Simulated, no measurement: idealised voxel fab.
Process module heading - voxel transistor to metal
Each square cell in cross-section cut measures 5 nm, and the section as a whole is 160 nm wide.
When this document writes out a cross-section, it uses a grid of square cells and lists it as bands, beginning at the top and moving down, with a band standing for one or more rows of cells.
In this notation a band is specified by the heights of its top and bottom, in that order and in nm, after which its materials appear from left to right, each paired with its width in nm. The word "full width" attached to a single material means that material fills the band from edge to edge; the word "blank" stands for empty space.
Beneath 0, the wafer as received is one material, and that level is where height counting begins. The lowest band goes on downward without a bottom; it is written like "0 and below".
The expression "30->40" gives the width at the extremes of the band, the first number at its top row of cells and the second at its bottom row, with the width changing by equal amounts from each row to the next in between.
"nothing was modified" (step): cross-section cells unchanged, all of them.
"Closed-off voids" contains a list of empty spaces, each no smaller than 8 cells and without an open way to the top, written in the form width x height at distance with the distance from the left edge and all three in nm.
Post-settings text on a step line: simulator's own remark regarding the step.
"overlay nm" denotes, for a step that has a mask, the displacement of the mask to the right of its planned place, with negative values corresponding to the left.

The steps planned for the process are as follows:
1. RECEIVE [material Si]
2. CONFORMAL_DEP [material SiO2] [thk nm 5]
3. CONFORMAL_DEP [material SiN] [thk nm 15]
4. DIRECTIONAL_DEP [material aC] [thk nm 10]
5. PATTERN [tone cover] [mask id ACTIVE] [material resist] [width nm 90] [thk nm 30] [overlay nm 0]
6. DIRECTIONAL_ETCH [etch materials aC] [depth nm 10]
7. STRIP [etch materials resist]
8. DIRECTIONAL_ETCH [etch materials SiN] [depth nm 15]
9. DIRECTIONAL_ETCH [etch materials SiO2] [depth nm 5]
10. DIRECTIONAL_ETCH [etch materials Si] [depth nm 35]
11. STRIP [etch materials aC]
12. FILL_DEP [material SiO2] [thk nm 5]
13. CMP [height nm 20]
14. SELECTIVE_ETCH [etch materials SiO2] [depth nm 10]
15. STRIP [etch materials SiN]
16. SELECTIVE_ETCH [etch materials SiO2] [depth nm 5]
17. OXIDIZE [depth nm 5]
18. DIRECTIONAL_DEP [material polySi] [thk nm 20]
19. DIRECTIONAL_DEP [material SiCN] [thk nm 10]
20. PATTERN [tone cover] [mask id GATE] [material resist] [width nm 20] [thk nm 20] [overlay nm 0]
21. DIRECTIONAL_ETCH [etch materials SiCN] [depth nm 20]
22. DIRECTIONAL_ETCH [etch materials polySi] [depth nm 30]
23. STRIP [etch materials resist]
24. CONFORMAL_DEP [material SiN] [thk nm 5]
25. DIRECTIONAL_ETCH [etch materials SiN] [depth nm 5]
26. DIRECTIONAL_ETCH [etch materials SiO2] [depth nm 5]
27. DIRECTIONAL_ETCH [etch materials Si] [depth nm 10]
28. EPI [material SiGe] [thk nm 10]
29. FILL_DEP [material SiO2] [thk nm 10]
30. CMP [height nm 30]
31. DIRECTIONAL_DEP [material SiO2] [thk nm 15]
32. MASKED_ETCH [tone open] [mask id CONTACT] [width nm 15] [pitch nm 65] [etch materials SiO2] [depth nm 50] [overlay nm 0]
33. CONFORMAL_DEP [material TiN] [thk nm 5]
34. FILL_DEP [material W] [thk nm 5]
35. CMP [height nm 45]
36. DIRECTIONAL_DEP [material TiN] [thk nm 5]
37. DIRECTIONAL_DEP [material Ru] [thk nm 15]
38. MASKED_ETCH [tone cover] [mask id METAL_1] [width nm 15] [pitch nm 65] [etch materials Ru] [depth nm 15] [overlay nm 0]
39. MASKED_ETCH [tone cover] [mask id METAL_1] [width nm 15] [pitch nm 65] [etch materials TiN] [depth nm 5] [overlay nm 0]
40. FILL_DEP [material lowk] [thk nm 5]
41. CMP [height nm 65]
42. CONFORMAL_DEP [material SiCN] [thk nm 5]
43. DIRECTIONAL_DEP [material lowk] [thk nm 25]
44. MASKED_ETCH [tone open] [mask id METAL_2] [width nm 15] [pitch nm 65] [etch materials lowk] [depth nm 15] [overlay nm 0]
45. PATTERN [tone open] [mask id METAL_2_HOLES] [material resist] [width nm 15] [pitch nm 65] [thk nm 20] [overlay nm 0]
46. DIRECTIONAL_ETCH [etch materials lowk] [depth nm 10]
47. DIRECTIONAL_ETCH [etch materials SiCN] [depth nm 5]
48. STRIP [etch materials resist]
49. CONFORMAL_DEP [material TiN] [thk nm 5]
50. FILL_DEP [material Cu] [thk nm 10]
51. CMP [height nm 95]
52. CONFORMAL_DEP [material SiCN] [thk nm 5]

Step 1 complete: cross-section of the wafer as received:
  0 and below: Si full width
  Closed-off voids: none

Cross-section: first of two wafers, module finished, run according to plan:
  100 down to 95: SiCN full width
  95 down to 70: 40 nm lowk; 5 nm TiN; 5 nm Cu; 5 nm TiN; 50 nm lowk; 5 nm TiN; 5 nm Cu; 5 nm TiN; 40 nm lowk
  70 down to 65: 40 nm SiCN; 15 nm TiN; 50 nm SiCN; 15 nm TiN; 40 nm SiCN
  65 down to 50: 40 nm lowk; 15 nm Ru; 50 nm lowk; 15 nm Ru; 40 nm lowk
  50 down to 45: 40 nm lowk; 15 nm TiN; 50 nm lowk; 15 nm TiN; 40 nm lowk
  45 down to 30: 40 nm SiO2; 5 nm TiN; 5 nm W; 5 nm TiN; 50 nm SiO2; 5 nm TiN; 5 nm W; 5 nm TiN; 40 nm SiO2
  30 down to 20: 40 nm SiO2; 5 nm TiN; 5 nm W; 5 nm TiN; 10 nm SiO2; 5 nm SiN; 20 nm SiCN; 5 nm SiN; 10 nm SiO2; 5 nm TiN; 5 nm W; 5 nm TiN; 40 nm SiO2
  20 down to 5: 40 nm SiO2; 5 nm TiN; 5 nm W; 5 nm TiN; 10 nm SiO2; 5 nm SiN; 20 nm polySi; 5 nm SiN; 10 nm SiO2; 5 nm TiN; 5 nm W; 5 nm TiN; 40 nm SiO2
  5 down to 0: 30 nm SiO2; 5 nm SiN; 5 nm SiO2; 5 nm TiN; 5 nm W; 5 nm TiN; 10 nm SiGe; 5 nm SiN; 20 nm polySi; 5 nm SiN; 10 nm SiGe; 5 nm TiN; 5 nm W; 5 nm TiN; 5 nm SiO2; 5 nm SiN; 30 nm SiO2
  0 down to -5: 40 nm SiO2; 15 nm TiN; 10 nm SiGe; 30 nm SiO2; 10 nm SiGe; 15 nm TiN; 40 nm SiO2
  -5 down to -15: 35 nm SiO2; 30 nm SiGe; 30 nm Si; 30 nm SiGe; 35 nm SiO2
  -15 down to -35: 35 nm SiO2; 90 nm Si; 35 nm SiO2
  -35 and below: Si full width
  Closed-off voids: none

What the second wafer looks like in cross-section once the module is done. Its start and its plan matched the first wafer's exactly; what differed was one mistake in how it was run:
  100 down to 95: SiCN full width
  95 down to 70: 40 nm lowk; 5 nm TiN; 5 nm Cu; 5 nm TiN; 50 nm lowk; 5 nm TiN; 5 nm Cu; 5 nm TiN; 40 nm lowk
  70 down to 65: 40 nm SiCN; 15 nm TiN; 50 nm SiCN; 15 nm TiN; 40 nm SiCN
  65 down to 50: 40 nm lowk; 15 nm Ru; 50 nm lowk; 15 nm Ru; 40 nm lowk
  50 down to 45: 40 nm lowk; 15 nm TiN; 50 nm lowk; 15 nm TiN; 40 nm lowk
  45 down to 30: 45 nm SiO2; 5 nm TiN; 5 nm W; 5 nm TiN; 50 nm SiO2; 5 nm TiN; 5 nm W; 5 nm TiN; 35 nm SiO2
  30 down to 20: 45 nm SiO2; 5 nm TiN; 5 nm W; 5 nm TiN; 5 nm SiO2; 5 nm SiN; 20 nm SiCN; 5 nm SiN; 15 nm SiO2; 5 nm TiN; 5 nm W; 5 nm TiN; 35 nm SiO2
  20 down to 10: 45 nm SiO2; 5 nm TiN; 5 nm W; 5 nm TiN; 5 nm SiO2; 5 nm SiN; 20 nm polySi; 5 nm SiN; 15 nm SiO2; 5 nm TiN; 5 nm W; 5 nm TiN; 35 nm SiO2
  10 down to 5: 45 nm SiO2; 15 nm TiN; 5 nm SiO2; 5 nm SiN; 20 nm polySi; 5 nm SiN; 15 nm SiO2; 5 nm TiN; 5 nm W; 5 nm TiN; 35 nm SiO2
  5 down to 0: 30 nm SiO2; 5 nm SiN; 10 nm SiO2; 10 nm TiN; 10 nm SiGe; 5 nm SiN; 20 nm polySi; 5 nm SiN; 10 nm SiGe; 5 nm SiO2; 5 nm TiN; 5 nm W; 5 nm TiN; 5 nm SiN; 30 nm SiO2
  0 down to -5: 45 nm SiO2; 10 nm TiN; 10 nm SiGe; 30 nm SiO2; 10 nm SiGe; 5 nm SiO2; 15 nm TiN; 35 nm SiO2
  -5 down to -15: 35 nm SiO2; 30 nm SiGe; 30 nm Si; 30 nm SiGe; 35 nm SiO2
  -15 down to -35: 35 nm SiO2; 90 nm Si; 35 nm SiO2
  -35 and below: Si full width
  Closed-off voids: none
It is concluded that the wafer was processed incorrectly with respect to the plan, in that for step 32, the planned setting was not used; the step was instead run as MASKED_ETCH [tone open] [mask id CONTACT] [width nm 15] [pitch nm 65] [etch materials SiO2] [depth nm 50] [overlay nm 5]
Heads up, by the end the second wafer has more or fewer cells of some materials compared to the first: SiO2 +2 | W -2
